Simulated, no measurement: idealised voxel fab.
Process module heading - voxel ribs on slabs
The width of the displayed cross-section, cut, is 285 nm; its cells are square, with a size of 5 nm.
A cross-section is a grid of square cells, given in bands from the top down. A band is one or more rows of cells. Heights first: top, then bottom, in nm. Then materials, left to right, each with a width in nm. "edge to edge" on a single material: fills the band edge to edge. "air": empty space. Height datum 0, below which the as-received substrate wafer is one material. Lowest band open at the bottom, running downward: "0 and below". Read "30 to 40" as a graded width: first number on top, second number at the bottom, same change between each pair of neighbouring rows. "no alteration" (step): cross-section cells unchanged, all of them. The entry titled "Fully closed voids" provides the empty spaces that have no open way to the top, restricted to those of 8 cells or more. Each is presented as width x height at distance, the distance being measured from the left edge, with all three in nm. That trailing text on a step's line, after the settings, is the simulator's own remark on the step. When a step includes a mask, the "overlay nm" setting on its line states how far to the right of its planned place that mask lay, and negative values state how far to the left. Read the rest as pairs. Take the cross-section before one process step, then the cross-section after it, which shows only down to the lowest band that changed. Under the pair, find the step between them and its settings. Bear in mind that pairs may come from different runs of this module on the same starting wafer: link a pair to the pair above it only where its entry headed "Pre-step" says to.
-- Pre-step
* 0 and below  Si edge to edge
* Fully closed voids: none
-- Step Result
* 30 down to 0  SiO2 edge to edge
* Rest of section, below 0: as before.
* Fully closed voids: none
Relating the two cross-sections above, the step in between is DIRECTIONAL_DEP (material SiO2; thk nm 30)
Pre-step: The prior state of this step coincides with the post-step cross-section of the pair just above.
-- Step Result
* 50 down to 30  SiN edge to edge
* Rest of section, below 30: as before.
* Fully closed voids: none
Relating the two cross-sections above, the step in between is DIRECTIONAL_DEP (material SiN; thk nm 20)
Pre-step: The prior state of this step coincides with the post-step cross-section of the pair just above.
-- Step Result
* 50 down to 35  130 of air | 25 of SiN | 130 of air
* Rest of section, below 35: as before.
* Fully closed voids: none
Relating the two cross-sections above, the step in between is MASKED_ETCH (tone cover; mask id RIB; width nm 25; etch materials SiN; depth nm 15; overlay nm 0)
Pre-step: The prior state of this step coincides with the post-step cross-section of the pair just above.
-- Step Result
* 65 down to 50  110 of air | 65 of resist | 110 of air
* 50 down to 35  110 of air | 20 of resist | 25 of SiN | 20 of resist | 110 of air
* Rest of section, below 35: as before.
* Fully closed voids: none
Relating the two cross-sections above, the step in between is PATTERN (tone cover; mask id SLAB; material resist; width nm 65; thk nm 15; overlay nm 0)
Pre-step: The prior state of this step coincides with the post-step cross-section of the pair just above.
-- Step Result
* 65 down to 50  110 of air | 65 of resist | 110 of air
* 50 down to 35  110 of air | 20 of resist | 25 of SiN | 20 of resist | 110 of air
* 35 down to 30  110 of air | 65 of SiN | 110 of air
* Rest of section, below 30: as before.
* Fully closed voids: none
Relating the two cross-sections above, the step in between is DIRECTIONAL_ETCH (etch materials SiN; depth nm 5)
Pre-step: The prior state of this step coincides with the post-step cross-section of the pair just above.
-- Step Result
* 50 down to 35  130 of air | 25 of SiN | 130 of air
* Rest of section, below 35: as before.
* Fully closed voids: none
Relating the two cross-sections above, the step in between is STRIP (etch materials resist)
Pre-step: The prior state of this step coincides with the post-step cross-section of the pair just above.
-- Step Result
* 75 down to 50  SiO2 edge to edge
* 50 down to 35  130 of SiO2 | 25 of SiN | 130 of SiO2
* 35 down to 30  110 of SiO2 | 65 of SiN | 110 of SiO2
* Rest of section, below 30: as before.
* Fully closed voids: none
Relating the two cross-sections above, the step in between is FILL_DEP (material SiO2; thk nm 25)
Pre-step: The prior state of this step coincides with the post-step cross-section of the pair just above.
-- Step Result
* 70 down to 50  SiO2 edge to edge
* Rest of section, below 50: as before.
* Fully closed voids: none
Relating the two cross-sections above, the step in between is CMP (height nm 70)
Pre-step: The prior state of this step coincides with the post-step cross-section of the pair just above.
-- Step Result
* 80 down to 70  TiN edge to edge
* Rest of section, below 70: as before.
* Fully closed voids: none
Relating the two cross-sections above, the step in between is DIRECTIONAL_DEP (material TiN; thk nm 10)
Pre-step: The prior state of this step coincides with the post-step cross-section of the pair just above.
-- Step Result
* 95 down to 80  aC edge to edge
* Rest of section, below 80: as before.
* Fully closed voids: none
Relating the two cross-sections above, the step in between is DIRECTIONAL_DEP (material aC; thk nm 15)
Pre-step: The prior state of this step coincides with the post-step cross-section of the pair just above.
-- Step Result
* 130 down to 95  125 of air | 35 of resist | 125 of air
* Rest of section, below 95: as before.
* Fully closed voids: none
Relating the two cross-sections above, the step in between is PATTERN (tone cover; mask id HEATER; material resist; width nm 35; thk nm 35; overlay nm 0)
Pre-step: The prior state of this step coincides with the post-step cross-section of the pair just above.
-- Step Result
* 115 down to 95  125 of air | 35 of resist | 125 of air
* 95 down to 80  125 of air | 35 of aC | 125 of air
* Rest of section, below 80: as before.
* Fully closed voids: none
Relating the two cross-sections above, the step in between is DIRECTIONAL_ETCH (etch materials aC; depth nm 15)
Pre-step: The prior state of this step coincides with the post-step cross-section of the pair just above.
-- Step Result
* 95 down to 80  125 of air | 35 of aC | 125 of air
* Rest of section, below 80: as before.
* Fully closed voids: none
Relating the two cross-sections above, the step in between is STRIP (etch materials resist)
Pre-step: The prior state of this step coincides with the post-step cross-section of the pair just above.
-- Step Result
* 95 down to 80  125 of air | 35 of aC | 125 of air
* 80 down to 70  125 of air | 35 of TiN | 125 of air
* Rest of section, below 70: as before.
* Fully closed voids: none
Relating the two cross-sections above, the step in between is DIRECTIONAL_ETCH (etch materials TiN; depth nm 10)
Pre-step: The prior state of this step coincides with the post-step cross-section of the pair just above.
-- Step Result
* 80 down to 70  125 of air | 35 of TiN | 125 of air
* Rest of section, below 70: as before.
* Fully closed voids: none
Relating the two cross-sections above, the step in between is STRIP (etch materials aC)
Pre-step: The prior state of this step coincides with the post-step cross-section of the pair just above.
-- Step Result
* 85 down to 80  120 of air | 45 of SiO2 | 120 of air
* 80 down to 75  120 of air | 5 of SiO2 | 35 of TiN | 5 of SiO2 | 120 of air
* 75 down to 70  125 of SiO2 | 35 of TiN | 125 of SiO2
* Rest of section, below 70: as before.
* Fully closed voids: none
Relating the two cross-sections above, the step in between is CONFORMAL_DEP (material SiO2; thk nm 5)
-- Pre-step
* 50 down to 30  SiN edge to edge
* 30 down to 0  SiO2 edge to edge
* 0 and below  Si edge to edge
* Fully closed voids: none
-- Step Result
* 70 down to 30  SiN edge to edge
* Rest of section, below 30: as before.
* Fully closed voids: none
Relating the two cross-sections above, the step in between is DIRECTIONAL_DEP (material SiN; thk nm 20)
Pre-step: The prior state of this step coincides with the post-step cross-section of the pair just above.
-- Step Result
* 70 down to 55  130 of air | 25 of SiN | 130 of air
* Rest of section, below 55: as before.
* Fully closed voids: none
Relating the two cross-sections above, the step in between is MASKED_ETCH (tone cover; mask id RIB; width nm 25; etch materials SiN; depth nm 15; overlay nm 0)
Pre-step: The prior state of this step coincides with the post-step cross-section of the pair just above.
-- Step Result
* 85 down to 70  110 of air | 65 of resist | 110 of air
* 70 down to 55  110 of air | 20 of resist | 25 of SiN | 20 of resist | 110 of air
* Rest of section, below 55: as before.
* Fully closed voids: none
Relating the two cross-sections above, the step in between is PATTERN (tone cover; mask id SLAB; material resist; width nm 65; thk nm 15; overlay nm 0)
Pre-step: The prior state of this step coincides with the post-step cross-section of the pair just above.
-- Step Result
* 85 down to 70  110 of air | 65 of resist | 110 of air
* 70 down to 55  110 of air | 20 of resist | 25 of SiN | 20 of resist | 110 of air
* 55 down to 50  110 of air | 65 of SiN | 110 of air
* Rest of section, below 50: as before.
* Fully closed voids: none
Relating the two cross-sections above, the step in between is DIRECTIONAL_ETCH (etch materials SiN; depth nm 5)
Pre-step: The prior state of this step coincides with the post-step cross-section of the pair just above.
-- Step Result
* 70 down to 55  130 of air | 25 of SiN | 130 of air
* Rest of section, below 55: as before.
* Fully closed voids: none
Relating the two cross-sections above, the step in between is STRIP (etch materials resist)
Pre-step: The prior state of this step coincides with the post-step cross-section of the pair just above.
-- Step Result
* 95 down to 70  SiO2 edge to edge
* 70 down to 55  130 of SiO2 | 25 of SiN | 130 of SiO2
* 55 down to 50  110 of SiO2 | 65 of SiN | 110 of SiO2
* Rest of section, below 50: as before.
* Fully closed voids: none
Relating the two cross-sections above, the step in between is FILL_DEP (material SiO2; thk nm 25)
Pre-step: The prior state of this step coincides with the post-step cross-section of the pair just above.
-- Step Result
* 70 down to 55  130 of SiO2 | 25 of SiN | 130 of SiO2
* Rest of section, below 55: as before.
* Fully closed voids: none
Relating the two cross-sections above, the step in between is CMP (height nm 70)
Pre-step: The prior state of this step coincides with the post-step cross-section of the pair just above.
-- Step Result
* 80 down to 70  TiN edge to edge
* Rest of section, below 70: as before.
* Fully closed voids: none
Relating the two cross-sections above, the step in between is DIRECTIONAL_DEP (material TiN; thk nm 10)
Pre-step: The prior state of this step coincides with the post-step cross-section of the pair just above.
-- Step Result
* 95 down to 80  aC edge to edge
* Rest of section, below 80: as before.
* Fully closed voids: none
Relating the two cross-sections above, the step in between is DIRECTIONAL_DEP (material aC; thk nm 15)
Pre-step: The prior state of this step coincides with the post-step cross-section of the pair just above.
-- Step Result
* 130 down to 95  125 of air | 35 of resist | 125 of air
* Rest of section, below 95: as before.
* Fully closed voids: none
Relating the two cross-sections above, the step in between is PATTERN (tone cover; mask id HEATER; material resist; width nm 35; thk nm 35; overlay nm 0)
Pre-step: The prior state of this step coincides with the post-step cross-section of the pair just above.
-- Step Result
* 115 down to 95  125 of air | 35 of resist | 125 of air
* 95 down to 80  125 of air | 35 of aC | 125 of air
* Rest of section, below 80: as before.
* Fully closed voids: none
Relating the two cross-sections above, the step in between is DIRECTIONAL_ETCH (etch materials aC; depth nm 15)
Pre-step: The prior state of this step coincides with the post-step cross-section of the pair just above.
-- Step Result
* 95 down to 80  125 of air | 35 of aC | 125 of air
* Rest of section, below 80: as before.
* Fully closed voids: none
Relating the two cross-sections above, the step in between is STRIP (etch materials resist)
Pre-step: The prior state of this step coincides with the post-step cross-section of the pair just above.
-- Step Result
* 95 down to 80  125 of air | 35 of aC | 125 of air
* 80 down to 70  125 of air | 35 of TiN | 125 of air
* Rest of section, below 70: as before.
* Fully closed voids: none
Relating the two cross-sections above, the step in between is DIRECTIONAL_ETCH (etch materials TiN; depth nm 10)
Pre-step: The prior state of this step coincides with the post-step cross-section of the pair just above.
-- Step Result
* 80 down to 70  125 of air | 35 of TiN | 125 of air
* Rest of section, below 70: as before.
* Fully closed voids: none
Relating the two cross-sections above, the step in between is STRIP (etch materials aC)
Pre-step: The prior state of this step coincides with the post-step cross-section of the pair just above.
-- Step Result
* 85 down to 80  120 of air | 45 of SiO2 | 120 of air
* 80 down to 75  120 of air | 5 of SiO2 | 35 of TiN | 5 of SiO2 | 120 of air
* 75 down to 70  125 of SiO2 | 35 of TiN | 125 of SiO2
* Rest of section, below 70: as before.
* Fully closed voids: none
Relating the two cross-sections above, the step in between is CONFORMAL_DEP (material SiO2; thk nm 5)
-- Pre-step
* 0 and below  Si edge to edge
* Fully closed voids: none
-- Step Result
* 20 down to 0  SiN edge to edge
* Rest of section, below 0: as before.
* Fully closed voids: none
Relating the two cross-sections above, the step in between is DIRECTIONAL_DEP (material SiN; thk nm 20)
Pre-step: The prior state of this step coincides with the post-step cross-section of the pair just above.
-- Step Result
* 50 down to 20  SiO2 edge to edge
* Rest of section, below 20: as before.
* Fully closed voids: none
Relating the two cross-sections above, the step in between is DIRECTIONAL_DEP (material SiO2; thk nm 30)
Pre-step: The prior state of this step coincides with the post-step cross-section of the pair just above.
-- Step Result
* 65 down to 50  110 of air | 65 of resist | 110 of air
* Rest of section, below 50: as before.
* Fully closed voids: none
Relating the two cross-sections above, the step in between is PATTERN (tone cover; mask id SLAB; material resist; width nm 65; thk nm 15; overlay nm 0)
Pre-step: The prior state of this step coincides with the post-step cross-section of the pair just above.
-- Step Result
* 50 down to 20  SiO2 edge to edge
* Rest of section, below 20: as before.
* Fully closed voids: none
Relating the two cross-sections above, the step in between is STRIP (etch materials resist)
Pre-step: The prior state of this step coincides with the post-step cross-section of the pair just above.
-- Step Result
* 75 down to 20  SiO2 edge to edge
* Rest of section, below 20: as before.
* Fully closed voids: none
Relating the two cross-sections above, the step in between is FILL_DEP (material SiO2; thk nm 25)
Pre-step: The prior state of this step coincides with the post-step cross-section of the pair just above.
-- Step Result
* 70 down to 20  SiO2 edge to edge
* Rest of section, below 20: as before.
* Fully closed voids: none
Relating the two cross-sections above, the step in between is CMP (height nm 70)
Pre-step: The prior state of this step coincides with the post-step cross-section of the pair just above.
-- Step Result
* 80 down to 70  TiN edge to edge
* Rest of section, below 70: as before.
* Fully closed voids: none
Relating the two cross-sections above, the step in between is DIRECTIONAL_DEP (material TiN; thk nm 10)
Pre-step: The prior state of this step coincides with the post-step cross-section of the pair just above.
-- Step Result
* 95 down to 80  aC edge to edge
* Rest of section, below 80: as before.
* Fully closed voids: none
Relating the two cross-sections above, the step in between is DIRECTIONAL_DEP (material aC; thk nm 15)
Pre-step: The prior state of this step coincides with the post-step cross-section of the pair just above.
-- Step Result
* 130 down to 95  125 of air | 35 of resist | 125 of air
* Rest of section, below 95: as before.
* Fully closed voids: none
Relating the two cross-sections above, the step in between is PATTERN (tone cover; mask id HEATER; material resist; width nm 35; thk nm 35; overlay nm 0)
Pre-step: The prior state of this step coincides with the post-step cross-section of the pair just above.
-- Step Result
* 115 down to 95  125 of air | 35 of resist | 125 of air
* 95 down to 80  125 of air | 35 of aC | 125 of air
* Rest of section, below 80: as before.
* Fully closed voids: none
Relating the two cross-sections above, the step in between is DIRECTIONAL_ETCH (etch materials aC; depth nm 15)
Pre-step: The prior state of this step coincides with the post-step cross-section of the pair just above.
-- Step Result
* 95 down to 80  125 of air | 35 of aC | 125 of air
* Rest of section, below 80: as before.
* Fully closed voids: none
Relating the two cross-sections above, the step in between is STRIP (etch materials resist)
Pre-step: The prior state of this step coincides with the post-step cross-section of the pair just above.
-- Step Result
* 95 down to 80  125 of air | 35 of aC | 125 of air
* 80 down to 70  125 of air | 35 of TiN | 125 of air
* Rest of section, below 70: as before.
* Fully closed voids: none
Relating the two cross-sections above, the step in between is DIRECTIONAL_ETCH (etch materials TiN; depth nm 10)
Pre-step: The prior state of this step coincides with the post-step cross-section of the pair just above.
-- Step Result
* 80 down to 70  125 of air | 35 of TiN | 125 of air
* Rest of section, below 70: as before.
* Fully closed voids: none
Relating the two cross-sections above, the step in between is STRIP (etch materials aC)
Pre-step: The prior state of this step coincides with the post-step cross-section of the pair just above.
-- Step Result
* 85 down to 80  120 of air | 45 of SiO2 | 120 of air
* 80 down to 75  120 of air | 5 of SiO2 | 35 of TiN | 5 of SiO2 | 120 of air
* 75 down to 70  125 of SiO2 | 35 of TiN | 125 of SiO2
* Rest of section, below 70: as before.
* Fully closed voids: none
Relating the two cross-sections above, the step in between is CONFORMAL_DEP (material SiO2; thk nm 5)
-- Pre-step
* 95 down to 80  125 of air | 35 of aC | 125 of air
* 80 down to 70  TiN edge to edge
* 70 down to 50  SiO2 edge to edge
* 50 down to 35  130 of SiO2 | 25 of SiN | 130 of SiO2
* 35 down to 30  110 of SiO2 | 65 of SiN | 110 of SiO2
* 30 down to 0  SiO2 edge to edge
* 0 and below  Si edge to edge
* Fully closed voids: none
-- Step Result
* 95 down to 80  125 of air | 35 of aC | 125 of air
* 80 down to 75  125 of air | 35 of TiN | 125 of air
* Rest of section, below 75: as before.
* Fully closed voids: none
Relating the two cross-sections above, the step in between is DIRECTIONAL_ETCH (etch materials TiN; depth nm 5)
Pre-step: The prior state of this step coincides with the post-step cross-section of the pair just above.
-- Step Result
* 80 down to 75  125 of air | 35 of TiN | 125 of air
* Rest of section, below 75: as before.
* Fully closed voids: none
Relating the two cross-sections above, the step in between is STRIP (etch materials aC)
Pre-step: The prior state of this step coincides with the post-step cross-section of the pair just above.
-- Step Result
* 85 down to 80  120 of air | 45 of SiO2 | 120 of air
* 80 down to 75  125 of SiO2 | 35 of TiN | 125 of SiO2
* Rest of section, below 75: as before.
* Fully closed voids: none
Relating the two cross-sections above, the step in between is CONFORMAL_DEP (material SiO2; thk nm 5)
-- Pre-step
* 50 down to 30  SiN edge to edge
* 30 down to 0  SiO2 edge to edge
* 0 and below  Si edge to edge
* Fully closed voids: none
-- Step Result
* 50 down to 35  135 of air | 15 of SiN | 135 of air
* Rest of section, below 35: as before.
* Fully closed voids: none
Relating the two cross-sections above, the step in between is MASKED_ETCH (tone cover; mask id RIB; width nm 15; etch materials SiN; depth nm 15; overlay nm 0)
Pre-step: The prior state of this step coincides with the post-step cross-section of the pair just above.
-- Step Result
* 65 down to 50  110 of air | 65 of resist | 110 of air
* 50 down to 35  110 of air | 25 of resist | 15 of SiN | 25 of resist | 110 of air
* Rest of section, below 35: as before.
* Fully closed voids: none
Relating the two cross-sections above, the step in between is PATTERN (tone cover; mask id SLAB; material resist; width nm 65; thk nm 15; overlay nm 0)
Pre-step: The prior state of this step coincides with the post-step cross-section of the pair just above.
-- Step Result
* 65 down to 50  110 of air | 65 of resist | 110 of air
* 50 down to 35  110 of air | 25 of resist | 15 of SiN | 25 of resist | 110 of air
* 35 down to 30  110 of air | 65 of SiN | 110 of air
* Rest of section, below 30: as before.
* Fully closed voids: none
Relating the two cross-sections above, the step in between is DIRECTIONAL_ETCH (etch materials SiN; depth nm 5)
Pre-step: The prior state of this step coincides with the post-step cross-section of the pair just above.
-- Step Result
* 50 down to 35  135 of air | 15 of SiN | 135 of air
* Rest of section, below 35: as before.
* Fully closed voids: none
Relating the two cross-sections above, the step in between is STRIP (etch materials resist)
Pre-step: The prior state of this step coincides with the post-step cross-section of the pair just above.
-- Step Result
* 75 down to 50  SiO2 edge to edge
* 50 down to 35  135 of SiO2 | 15 of SiN | 135 of SiO2
* 35 down to 30  110 of SiO2 | 65 of SiN | 110 of SiO2
* Rest of section, below 30: as before.
* Fully closed voids: none
Relating the two cross-sections above, the step in between is FILL_DEP (material SiO2; thk nm 25)
Pre-step: The prior state of this step coincides with the post-step cross-section of the pair just above.
-- Step Result
* 70 down to 50  SiO2 edge to edge
* Rest of section, below 50: as before.
* Fully closed voids: none
Relating the two cross-sections above, the step in between is CMP (height nm 70)
Pre-step: The prior state of this step coincides with the post-step cross-section of the pair just above.
-- Step Result
* 80 down to 70  TiN edge to edge
* Rest of section, below 70: as before.
* Fully closed voids: none
Relating the two cross-sections above, the step in between is DIRECTIONAL_DEP (material TiN; thk nm 10)
Pre-step: The prior state of this step coincides with the post-step cross-section of the pair just above.
-- Step Result
* 95 down to 80  aC edge to edge
* Rest of section, below 80: as before.
* Fully closed voids: none
Relating the two cross-sections above, the step in between is DIRECTIONAL_DEP (material aC; thk nm 15)
Pre-step: The prior state of this step coincides with the post-step cross-section of the pair just above.
-- Step Result
* 130 down to 95  125 of air | 35 of resist | 125 of air
* Rest of section, below 95: as before.
* Fully closed voids: none
Relating the two cross-sections above, the step in between is PATTERN (tone cover; mask id HEATER; material resist; width nm 35; thk nm 35; overlay nm 0)
Pre-step: The prior state of this step coincides with the post-step cross-section of the pair just above.
-- Step Result
* 115 down to 95  125 of air | 35 of resist | 125 of air
* 95 down to 80  125 of air | 35 of aC | 125 of air
* Rest of section, below 80: as before.
* Fully closed voids: none
Relating the two cross-sections above, the step in between is DIRECTIONAL_ETCH (etch materials aC; depth nm 15)
Pre-step: The prior state of this step coincides with the post-step cross-section of the pair just above.
-- Step Result
* 95 down to 80  125 of air | 35 of aC | 125 of air
* Rest of section, below 80: as before.
* Fully closed voids: none
Relating the two cross-sections above, the step in between is STRIP (etch materials resist)
Pre-step: The prior state of this step coincides with the post-step cross-section of the pair just above.
-- Step Result
* 95 down to 80  125 of air | 35 of aC | 125 of air
* 80 down to 70  125 of air | 35 of TiN | 125 of air
* Rest of section, below 70: as before.
* Fully closed voids: none
Relating the two cross-sections above, the step in between is DIRECTIONAL_ETCH (etch materials TiN; depth nm 10)
Pre-step: The prior state of this step coincides with the post-step cross-section of the pair just above.
-- Step Result
* 80 down to 70  125 of air | 35 of TiN | 125 of air
* Rest of section, below 70: as before.
* Fully closed voids: none
Relating the two cross-sections above, the step in between is STRIP (etch materials aC)
Pre-step: The prior state of this step coincides with the post-step cross-section of the pair just above.
-- Step Result
* 85 down to 80  120 of air | 45 of SiO2 | 120 of air
* 80 down to 75  120 of air | 5 of SiO2 | 35 of TiN | 5 of SiO2 | 120 of air
* 75 down to 70  125 of SiO2 | 35 of TiN | 125 of SiO2
* Rest of section, below 70: as before.
* Fully closed voids: none
Relating the two cross-sections above, the step in between is CONFORMAL_DEP (material SiO2; thk nm 5)
-- Pre-step
* 50 down to 30  SiN edge to edge
* 30 down to 0  SiO2 edge to edge
* 0 and below  Si edge to edge
* Fully closed voids: none
-- Step Result
* 50 down to 35  140 of air | 25 of SiN | 120 of air
* Rest of section, below 35: as before.
* Fully closed voids: none
Relating the two cross-sections above, the step in between is MASKED_ETCH (tone cover; mask id RIB; width nm 25; etch materials SiN; depth nm 15; overlay nm 10)
Pre-step: The prior state of this step coincides with the post-step cross-section of the pair just above.
-- Step Result
* 65 down to 50  110 of air | 65 of resist | 110 of air
* 50 down to 35  110 of air | 30 of resist | 25 of SiN | 10 of resist | 110 of air
* Rest of section, below 35: as before.
* Fully closed voids: none
Relating the two cross-sections above, the step in between is PATTERN (tone cover; mask id SLAB; material resist; width nm 65; thk nm 15; overlay nm 0)
Pre-step: The prior state of this step coincides with the post-step cross-section of the pair just above.
-- Step Result
* 65 down to 50  110 of air | 65 of resist | 110 of air
* 50 down to 35  110 of air | 30 of resist | 25 of SiN | 10 of resist | 110 of air
* 35 down to 30  110 of air | 65 of SiN | 110 of air
* Rest of section, below 30: as before.
* Fully closed voids: none
Relating the two cross-sections above, the step in between is DIRECTIONAL_ETCH (etch materials SiN; depth nm 5)
Pre-step: The prior state of this step coincides with the post-step cross-section of the pair just above.
-- Step Result
* 50 down to 35  140 of air | 25 of SiN | 120 of air
* Rest of section, below 35: as before.
* Fully closed voids: none
Relating the two cross-sections above, the step in between is STRIP (etch materials resist)
Pre-step: The prior state of this step coincides with the post-step cross-section of the pair just above.
-- Step Result
* 75 down to 50  SiO2 edge to edge
* 50 down to 35  140 of SiO2 | 25 of SiN | 120 of SiO2
* 35 down to 30  110 of SiO2 | 65 of SiN | 110 of SiO2
* Rest of section, below 30: as before.
* Fully closed voids: none
Relating the two cross-sections above, the step in between is FILL_DEP (material SiO2; thk nm 25)
Pre-step: The prior state of this step coincides with the post-step cross-section of the pair just above.
-- Step Result
* 70 down to 50  SiO2 edge to edge
* Rest of section, below 50: as before.
* Fully closed voids: none
Relating the two cross-sections above, the step in between is CMP (height nm 70)
Pre-step: The prior state of this step coincides with the post-step cross-section of the pair just above.
-- Step Result
* 80 down to 70  TiN edge to edge
* Rest of section, below 70: as before.
* Fully closed voids: none
Relating the two cross-sections above, the step in between is DIRECTIONAL_DEP (material TiN; thk nm 10)
Pre-step: The prior state of this step coincides with the post-step cross-section of the pair just above.
-- Step Result
* 95 down to 80  aC edge to edge
* Rest of section, below 80: as before.
* Fully closed voids: none
Relating the two cross-sections above, the step in between is DIRECTIONAL_DEP (material aC; thk nm 15)
Pre-step: The prior state of this step coincides with the post-step cross-section of the pair just above.
-- Step Result
* 130 down to 95  125 of air | 35 of resist | 125 of air
* Rest of section, below 95: as before.
* Fully closed voids: none
Relating the two cross-sections above, the step in between is PATTERN (tone cover; mask id HEATER; material resist; width nm 35; thk nm 35; overlay nm 0)
Pre-step: The prior state of this step coincides with the post-step cross-section of the pair just above.
-- Step Result
* 115 down to 95  125 of air | 35 of resist | 125 of air
* 95 down to 80  125 of air | 35 of aC | 125 of air
* Rest of section, below 80: as before.
* Fully closed voids: none
Relating the two cross-sections above, the step in between is DIRECTIONAL_ETCH (etch materials aC; depth nm 15)
Pre-step: The prior state of this step coincides with the post-step cross-section of the pair just above.
-- Step Result
* 95 down to 80  125 of air | 35 of aC | 125 of air
* Rest of section, below 80: as before.
* Fully closed voids: none
Relating the two cross-sections above, the step in between is STRIP (etch materials resist)
Pre-step: The prior state of this step coincides with the post-step cross-section of the pair just above.
-- Step Result
* 95 down to 80  125 of air | 35 of aC | 125 of air
* 80 down to 70  125 of air | 35 of TiN | 125 of air
* Rest of section, below 70: as before.
* Fully closed voids: none
Relating the two cross-sections above, the step in between is DIRECTIONAL_ETCH (etch materials TiN; depth nm 10)
Pre-step: The prior state of this step coincides with the post-step cross-section of the pair just above.
-- Step Result
* 80 down to 70  125 of air | 35 of TiN | 125 of air
* Rest of section, below 70: as before.
* Fully closed voids: none
Relating the two cross-sections above, the step in between is STRIP (etch materials aC)
Pre-step: The prior state of this step coincides with the post-step cross-section of the pair just above.
-- Step Result
* 85 down to 80  120 of air | 45 of SiO2 | 120 of air
* 80 down to 75  120 of air | 5 of SiO2 | 35 of TiN | 5 of SiO2 | 120 of air
* 75 down to 70  125 of SiO2 | 35 of TiN | 125 of SiO2
* Rest of section, below 70: as before.
* Fully closed voids: none
Relating the two cross-sections above, the step in between is CONFORMAL_DEP (material SiO2; thk nm 5)
-- Pre-step
* 95 down to 80  125 of air | 35 of aC | 125 of air
* 80 down to 70  125 of air | 35 of TiN | 125 of air
* 70 down to 50  SiO2 edge to edge
* 50 down to 35  130 of SiO2 | 25 of SiN | 130 of SiO2
* 35 down to 30  110 of SiO2 | 65 of SiN | 110 of SiO2
* 30 down to 0  SiO2 edge to edge
* 0 and below  Si edge to edge
* Fully closed voids: none
-- Step Result
* 0 and below  Si edge to edge
* Fully closed voids: none
Relating the two cross-sections above, the step in between is STRIP (etch materials SiO2)
Pre-step: The prior state of this step coincides with the post-step cross-section of the pair just above.
-- Step Result
* 5 down to 0  SiO2 edge to edge
* Rest of section, below 0: as before.
* Fully closed voids: none
Relating the two cross-sections above, the step in between is CONFORMAL_DEP (material SiO2; thk nm 5)
-- Pre-step
* 50 down to 35  130 of air | 25 of SiN | 130 of air
* 35 down to 30  SiN edge to edge
* 30 down to 0  SiO2 edge to edge
* 0 and below  Si edge to edge
* Fully closed voids: none
-- Step Result
* 65 down to 50  110 of resist | 65 of air | 110 of resist
* 50 down to 35  110 of resist | 20 of air | 25 of SiN | 20 of air | 110 of resist
* Rest of section, below 35: as before.
* Fully closed voids: none
Relating the two cross-sections above, the step in between is PATTERN (tone open; mask id SLAB; material resist; width nm 65; thk nm 15; overlay nm 0)
Pre-step: The prior state of this step coincides with the post-step cross-section of the pair just above.
-- Step Result
* 65 down to 45  110 of resist | 65 of air | 110 of resist
* 45 down to 35  110 of resist | 20 of air | 25 of SiN | 20 of air | 110 of resist
* 35 down to 30  110 of SiN | 20 of air | 25 of SiN | 20 of air | 110 of SiN
* Rest of section, below 30: as before.
* Fully closed voids: none
Relating the two cross-sections above, the step in between is DIRECTIONAL_ETCH (etch materials SiN; depth nm 5)
Pre-step: The prior state of this step coincides with the post-step cross-section of the pair just above.
-- Step Result
* 45 down to 35  130 of air | 25 of SiN | 130 of air
* Rest of section, below 35: as before.
* Fully closed voids: none
Relating the two cross-sections above, the step in between is STRIP (etch materials resist)
Pre-step: The prior state of this step coincides with the post-step cross-section of the pair just above.
-- Step Result
* 70 down to 45  SiO2 edge to edge
* 45 down to 35  130 of SiO2 | 25 of SiN | 130 of SiO2
* 35 down to 30  110 of SiN | 20 of SiO2 | 25 of SiN | 20 of SiO2 | 110 of SiN
* Rest of section, below 30: as before.
* Fully closed voids: none
Relating the two cross-sections above, the step in between is FILL_DEP (material SiO2; thk nm 25)
Pre-step: The prior state of this step coincides with the post-step cross-section of the pair just above.
-- Step Result
* 80 down to 70  TiN edge to edge
* Rest of section, below 70: as before.
* Fully closed voids: none
Relating the two cross-sections above, the step in between is DIRECTIONAL_DEP (material TiN; thk nm 10)
Pre-step: The prior state of this step coincides with the post-step cross-section of the pair just above.
-- Step Result
* 95 down to 80  aC edge to edge
* Rest of section, below 80: as before.
* Fully closed voids: none
Relating the two cross-sections above, the step in between is DIRECTIONAL_DEP (material aC; thk nm 15)
Pre-step: The prior state of this step coincides with the post-step cross-section of the pair just above.
-- Step Result
* 130 down to 95  125 of air | 35 of resist | 125 of air
* Rest of section, below 95: as before.
* Fully closed voids: none
Relating the two cross-sections above, the step in between is PATTERN (tone cover; mask id HEATER; material resist; width nm 35; thk nm 35; overlay nm 0)
Pre-step: The prior state of this step coincides with the post-step cross-section of the pair just above.
-- Step Result
* 115 down to 95  125 of air | 35 of resist | 125 of air
* 95 down to 80  125 of air | 35 of aC | 125 of air
* Rest of section, below 80: as before.
* Fully closed voids: none
Relating the two cross-sections above, the step in between is DIRECTIONAL_ETCH (etch materials aC; depth nm 15)
Pre-step: The prior state of this step coincides with the post-step cross-section of the pair just above.
-- Step Result
* 95 down to 80  125 of air | 35 of aC | 125 of air
* Rest of section, below 80: as before.
* Fully closed voids: none
Relating the two cross-sections above, the step in between is STRIP (etch materials resist)
Pre-step: The prior state of this step coincides with the post-step cross-section of the pair just above.
-- Step Result
* 95 down to 80  125 of air | 35 of aC | 125 of air
* 80 down to 70  125 of air | 35 of TiN | 125 of air
* Rest of section, below 70: as before.
* Fully closed voids: none
Relating the two cross-sections above, the step in between is DIRECTIONAL_ETCH (etch materials TiN; depth nm 10)
Pre-step: The prior state of this step coincides with the post-step cross-section of the pair just above.
-- Step Result
* 80 down to 70  125 of air | 35 of TiN | 125 of air
* Rest of section, below 70: as before.
* Fully closed voids: none
Relating the two cross-sections above, the step in between is STRIP (etch materials aC)
Pre-step: The prior state of this step coincides with the post-step cross-section of the pair just above.
-- Step Result
* 85 down to 80  120 of air | 45 of SiO2 | 120 of air
* 80 down to 75  120 of air | 5 of SiO2 | 35 of TiN | 5 of SiO2 | 120 of air
* 75 down to 70  125 of SiO2 | 35 of TiN | 125 of SiO2
* Rest of section, below 70: as before.
* Fully closed voids: none
Relating the two cross-sections above, the step in between is CONFORMAL_DEP (material SiO2; thk nm 5)
